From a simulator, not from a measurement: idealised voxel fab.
The following is a process module called voxel wiring stack.
This is section cut - it's 285 nm across, gridded in 5 nm square cells.
The cross-sections in this document take the form of a grid made of square cells. They are written out as bands, in order from top to bottom. Each band consists of one or more rows of cells. Band entry format. Leading values: height of top, height of bottom, nm. Remainder: materials in left-to-right order, each with its width in nm. Special words: "everywhere" on a single material, which then fills the band edge to edge; "blank", empty space. Heights are reckoned from 0. Under this level, the received wafer is all of one material. The bottommost band is open-ended downward, for example "0 nm and below". Width "30..40": first value at the band's top row of cells, second value at its bottom row, equal change from row to row. Key: "remained unchanged" - step with no changed cell in the cross-section. "Entrapped voids": empty spaces of 8 cells or more with no open way to the top, each given as width x height at distance, distance from the left edge, all in nm. What comes after the settings on a step's line is commentary from the simulator itself on that step. overlay nm: how far to the right of its planned place the mask lay on this masked step (negative: to the left).

# Below is the list of planned process steps
1. RECEIVE (material Si)
2. CONFORMAL_DEP (material SiO2; thk nm 15)
3. CONFORMAL_DEP (material SiCN; thk nm 5)
4. DIRECTIONAL_DEP (material lowk; thk nm 15)
5. DIRECTIONAL_DEP (material aC; thk nm 10)
6. PATTERN (tone open; mask id METAL_1; material resist; width nm 20; pitch nm 50; thk nm 30; overlay nm 0)
7. DIRECTIONAL_ETCH (etch materials aC; depth nm 10)
8. STRIP (etch materials resist)
9. DIRECTIONAL_ETCH (etch materials lowk; depth nm 15)
10. DIRECTIONAL_ETCH (etch materials SiCN; depth nm 5)
11. STRIP (etch materials aC)
12. CONFORMAL_DEP (material TiN; thk nm 5)
13. FILL_DEP (material Cu; thk nm 10)
14. CMP (height nm 35)
15. CONFORMAL_DEP (material SiCN; thk nm 5)
16. DIRECTIONAL_DEP (material lowk; thk nm 30)
17. PATTERN (tone open; mask id METAL_2_HOLES; material resist; width nm 15; pitch nm 50; thk nm 15; overlay nm 0)
18. DIRECTIONAL_ETCH (etch materials lowk; depth nm 30)
19. STRIP (etch materials resist)
20. DIRECTIONAL_DEP (material aC; thk nm 15)
21. PATTERN (tone open; mask id METAL_2; material resist; width nm 20; pitch nm 50; thk nm 35; overlay nm 0)
22. DIRECTIONAL_ETCH (etch materials aC; depth nm 15)
23. STRIP (etch materials resist)
24. DIRECTIONAL_ETCH (etch materials lowk; depth nm 15)
25. DIRECTIONAL_ETCH (etch materials SiCN; depth nm 5)
26. STRIP (etch materials aC)
27. CONFORMAL_DEP (material TiN; thk nm 5)
28. FILL_DEP (material Cu; thk nm 5)
29. CMP (height nm 70)
30. CONFORMAL_DEP (material SiCN; thk nm 5)

# So this is the incoming wafer in cross-section - it's already been through step 1
	0 nm and below | Si everywhere
	Entrapped voids: none

# a wafer at the end: this start, this plan, one mistake
	75 nm to 70 nm | SiCN everywhere
	70 nm to 65 nm | Cu everywhere
	65 nm to 60 nm | 85 of TiN, 10 of Cu, 40 of TiN, 10 of Cu, 40 of TiN, 10 of Cu, 90 of TiN
	60 nm to 50 nm | 80 of lowk, 5 of TiN, 10 of Cu, 5 of TiN, 30 of lowk, 5 of TiN, 10 of Cu, 5 of TiN, 30 of lowk, 5 of TiN, 10 of Cu, 5 of TiN, 85 of lowk
	50 nm to 40 nm | 80 of lowk, 5 of TiN, 5 of Cu, 10..5 of TiN, 30..35 of lowk, 5 of TiN, 5 of Cu, 10..5 of TiN, 30..35 of lowk, 5 of TiN, 5 of Cu, 10..5 of TiN, 85..90 of lowk
	40 nm to 35 nm | 80 of SiCN, 15 of TiN, 35 of SiCN, 15 of TiN, 35 of SiCN, 15 of TiN, 90 of SiCN
	35 nm to 20 nm | 80 of lowk, 5 of TiN, 10 of Cu, 5 of TiN, 30 of lowk, 5 of TiN, 10 of Cu, 5 of TiN, 30 of lowk, 5 of TiN, 10 of Cu, 5 of TiN, 85 of lowk
	20 nm to 15 nm | 80 of SiCN, 20 of TiN, 30 of SiCN, 20 of TiN, 30 of SiCN, 20 of TiN, 85 of SiCN
	15 nm to 0 nm | SiO2 everywhere
	0 nm and below | Si everywhere
	Entrapped voids: none
Want to know what went wrong? step 16 deviated from plan and actually ran as DIRECTIONAL_DEP (material lowk; thk nm 20)
